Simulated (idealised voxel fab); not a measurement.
This section sets out a process module, namely voxel capacitor over wiring.
In the cross-section labelled cut, the width is 220 nm and each square cell is 5 nm.
Notation: cross-section as square-cell grid; stated in bands, top first, going down; one or more cell rows per band. It is stipulated that each band's entry specify, in nanometres, the height of the top of the band and then that of its bottom, followed by the materials of the band in left-to-right sequence, each together with its width in nanometres. A single material marked by the word "full width" is understood to fill the band from edge to edge; the word "empty" is understood to denote empty space. A quick word on heights: they are counted from 0, and under that level the wafer as it came to us is one material throughout. The lowest band is different from the rest in having no bottom; it simply continues downward, written as in "0 down". The expression "30->40" gives the width at the extremes of the band, the first number at its top row of cells and the second at its bottom row, with the width changing by equal amounts from each row to the next in between. "nothing got changed" -> step changed no cross-section cell. "Entrapped voids" enumerates empty spaces isolated from the top, with no open way to it, that contain at least 8 cells, giving each as width x height at distance from the left edge, all three in nm. Read whatever lies past the settings on a step's line as the simulator's own remark about the step. overlay nm: where the mask lay relative to plan, measured to the right, on steps with a mask; negatives go left.

**These are the steps we planned for the process**
| 1 | RECEIVE [material Si] |
| 2 | CONFORMAL_DEP [material SiO2] [thk nm 10] |
| 3 | DIRECTIONAL_DEP [material TiN] [thk nm 5] |
| 4 | DIRECTIONAL_DEP [material W] [thk nm 20] |
| 5 | MASKED_ETCH [tone cover] [mask id METAL_1] [width nm 30] [pitch nm 100] [etch materials W] [depth nm 20] [overlay nm 0] |
| 6 | MASKED_ETCH [tone cover] [mask id METAL_1] [width nm 30] [pitch nm 100] [etch materials TiN] [depth nm 5] [overlay nm 0] |
| 7 | CONFORMAL_DEP [material SiN] [thk nm 5] |
| 8 | FILL_DEP [material lowk] [thk nm 10] |
| 9 | CMP [height nm 35] |
| 10 | CONFORMAL_DEP [material SiCN] [thk nm 5] |
| 11 | DIRECTIONAL_DEP [material lowk] [thk nm 15] |
| 12 | PATTERN [tone open] [mask id PLUG_1] [material resist] [width nm 15] [thk nm 15] [overlay nm 0] |
| 13 | DIRECTIONAL_ETCH [etch materials lowk] [depth nm 15] |
| 14 | DIRECTIONAL_ETCH [etch materials SiCN] [depth nm 5] |
| 15 | STRIP [etch materials resist] |
| 16 | EPI [material Ru] [thk nm 10] |
| 17 | EPI [material Ru] [thk nm 10] |
| 18 | DIRECTIONAL_DEP [material TiN] [thk nm 10] |
| 19 | DIRECTIONAL_DEP [material Al2O3] [thk nm 5] |
| 20 | DIRECTIONAL_DEP [material TiN] [thk nm 5] |
| 21 | MASKED_ETCH [tone cover] [mask id UPPER_PLATE] [width nm 75] [etch materials TiN] [depth nm 5] [overlay nm 0] |
| 22 | MASKED_ETCH [tone cover] [mask id UPPER_PLATE] [width nm 75] [etch materials Al2O3] [depth nm 5] [overlay nm 0] |
| 23 | MASKED_ETCH [tone cover] [mask id LOWER_PLATE] [width nm 85] [etch materials TiN] [depth nm 10] [overlay nm 0] |
| 24 | FILL_DEP [material SiO2] [thk nm 15] |
| 25 | CMP [height nm 85] |
| 26 | MASKED_ETCH [tone open] [mask id PLUG_2] [width nm 15] [etch materials SiO2] [depth nm 10] [overlay nm 0] |
| 27 | CONFORMAL_DEP [material TiN] [thk nm 5] |
| 28 | FILL_DEP [material W] [thk nm 10] |
| 29 | CMP [height nm 85] |
| 30 | CONFORMAL_DEP [material SiN] [thk nm 5] |

**Delivered wafer in cross-section: state after step 1**
  0 down: Si full width
  Entrapped voids: none

**Cross-sectional view of the first of the two wafers upon completion of the module, processed in accordance with the plan**
  90 to 85: SiN full width
  85 to 80: SiO2=70; TiN=5; W=5; TiN=5; SiO2=135
  80 to 70: SiO2=70->60; TiN=15->75; SiO2=135->85
  70 to 65: SiO2=60; Al2O3=75; SiO2=85
  65 to 55: SiO2=55; TiN=85; SiO2=80
  55 to 40: lowk=60; Ru=15; lowk=145
  40 to 35: SiCN=60; Ru=15; SiCN=145
  35 to 15: lowk=40; SiN=5; W=30; SiN=5; lowk=60; SiN=5; W=30; SiN=5; lowk=40
  15 to 10: SiN=45; TiN=30; SiN=70; TiN=30; SiN=45
  10 to 0: SiO2 full width
  0 down: Si full width
  Entrapped voids: none

**second wafer at the end: like start, like plan, one mistake**
  90 to 85: SiN full width
  85 to 80: SiO2=60; TiN=75; SiO2=85
  80 to 75: SiO2=60; Al2O3=75; SiO2=85
  75 to 65: Ru full width
  65 to 55: TiN=60; Ru=15; TiN=145
  55 to 45: lowk=60; TiN=15; lowk=145
  45 to 40: lowk=60; Ru=15; lowk=145
  40 to 35: SiCN=60; Ru=15; SiCN=145
  35 to 15: lowk=40; SiN=5; W=30; SiN=5; lowk=60; SiN=5; W=30; SiN=5; lowk=40
  15 to 10: SiN=45; TiN=30; SiN=70; TiN=30; SiN=45
  10 to 0: SiO2 full width
  0 down: Si full width
  Entrapped voids: none
Deviation noted in wafer processing: deviation from plan: step 18 and step 17 executed in one another's positions
Final tally in cells, some materials are higher or lower on the second wafer than on the first: 88 more of Ru; 136 fewer of SiO2; 49 more of TiN; 1 fewer of W
